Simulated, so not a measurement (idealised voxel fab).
process module | voxel capacitor over wiring
cross-section cut | 295 nm wide | cells 5 nm
A cross-section is a grid of square cells, given in bands from the top down. A band is one or more rows of cells.
Each band's line starts with the height of the band's top and of its bottom, in nm. Then come its materials from left to right, each with its width in nm. One material with "throughout" fills the band from edge to edge. "air" is empty space.
Height 0 is the level under which the wafer as received is all one material. The lowest band goes on downwards, as in "0 down".
A width such as "30 to 40" changes by the same amount from each row of cells to the next, from the band's top row to its bottom row.
"no change" after a step means that no cell of the cross-section changed.
closed voids: empty space of 8 cells or more with no open way to the top, each as width x height at its distance from the left edge, in nm
after a step's settings: what the simulator itself notes on the step
overlay nm, on a step with a mask: how far to the right of its planned place the mask lay; to the left if negative
plan
1 op RECEIVE | material Si
2 op CONFORMAL_DEP | material SiO2 | thk nm 15
3 op CONFORMAL_DEP | material SiCN | thk nm 5
4 op DIRECTIONAL_DEP | material SiO2 | thk nm 25
5 op PATTERN | tone open | mask id METAL_1 | material resist | width nm 30 | pitch nm 95 | thk nm 20 | overlay nm 0
6 op DIRECTIONAL_ETCH | etch materials SiO2 | depth nm 25
7 op DIRECTIONAL_ETCH | etch materials SiCN | depth nm 5
8 op STRIP | etch materials resist
9 op CONFORMAL_DEP | material TiN | thk nm 5
10 op FILL_DEP | material Cu | thk nm 10
11 op CMP | height nm 45
12 op CONFORMAL_DEP | material SiCN | thk nm 5
13 op DIRECTIONAL_DEP | material SiO2 | thk nm 10
14 op MASKED_ETCH | tone open | mask id PLUG_1 | width nm 15 | etch materials SiO2 | depth nm 10 | overlay nm 0
15 op MASKED_ETCH | tone open | mask id PLUG_1 | width nm 15 | etch materials SiCN | depth nm 5 | overlay nm 0
16 op EPI | material Ru | thk nm 10
17 op EPI | material Ru | thk nm 5
18 op DIRECTIONAL_DEP | material TiN | thk nm 5
19 op DIRECTIONAL_DEP | material SiN | thk nm 5
20 op DIRECTIONAL_DEP | material TiN | thk nm 5
21 op MASKED_ETCH | tone cover | mask id UPPER_PLATE | width nm 70 | etch materials TiN | depth nm 5 | overlay nm 0
22 op MASKED_ETCH | tone cover | mask id UPPER_PLATE | width nm 70 | etch materials SiN | depth nm 5 | overlay nm 0
23 op DIRECTIONAL_DEP | material aC | thk nm 15
24 op PATTERN | tone cover | mask id LOWER_PLATE | material resist | width nm 80 | thk nm 35 | overlay nm 0
25 op DIRECTIONAL_ETCH | etch materials aC | depth nm 15
26 op STRIP | etch materials resist
27 op DIRECTIONAL_ETCH | etch materials TiN | depth nm 5
28 op STRIP | etch materials aC
29 op FILL_DEP | material SiO2 | thk nm 15
30 op CMP | height nm 85
31 op DIRECTIONAL_DEP | material aC | thk nm 10
32 op PATTERN | tone open | mask id PLUG_2 | material resist | width nm 15 | thk nm 25 | overlay nm 0
33 op DIRECTIONAL_ETCH | etch materials aC | depth nm 10
34 op STRIP | etch materials resist
35 op DIRECTIONAL_ETCH | etch materials SiO2 | depth nm 10
36 op STRIP | etch materials aC
37 op CONFORMAL_DEP | material TiN | thk nm 5
38 op FILL_DEP | material Ru | thk nm 5
39 op CMP | height nm 85
40 op CONFORMAL_DEP | material SiCN | thk nm 5
as received, after step 1
  0 down: Si throughout
  closed voids: none
a wafer at the end: this start, this plan, one mistake
  90 to 85: SiCN throughout
  85 to 80: SiO2 110 | TiN 5 | Ru 5 | TiN 5 | SiO2 170
  80 to 70: SiO2 110 to 100 | TiN 15 to 70 | SiO2 170 to 125
  70 to 65: SiO2 95 | SiN 75 | SiO2 125
  65 to 60: SiO2 95 | TiN 80 | SiO2 120
  60 to 50: SiO2 100 | Ru 15 | SiO2 180
  50 to 45: SiCN 100 | Ru 15 | SiCN 180
  45 to 20: SiO2 85 | TiN 5 | Cu 20 | TiN 5 | SiO2 65 | TiN 5 | Cu 20 | TiN 5 | SiO2 85
  20 to 15: SiCN 85 | TiN 30 | SiCN 65 | TiN 30 | SiCN 85
  15 to 0: SiO2 throughout
  0 down: Si throughout
  closed voids: none
what went wrong: step 22 ran as: op MASKED_ETCH | tone cover | mask id UPPER_PLATE | width nm 70 | etch materials SiN | depth nm 5 | overlay nm -5
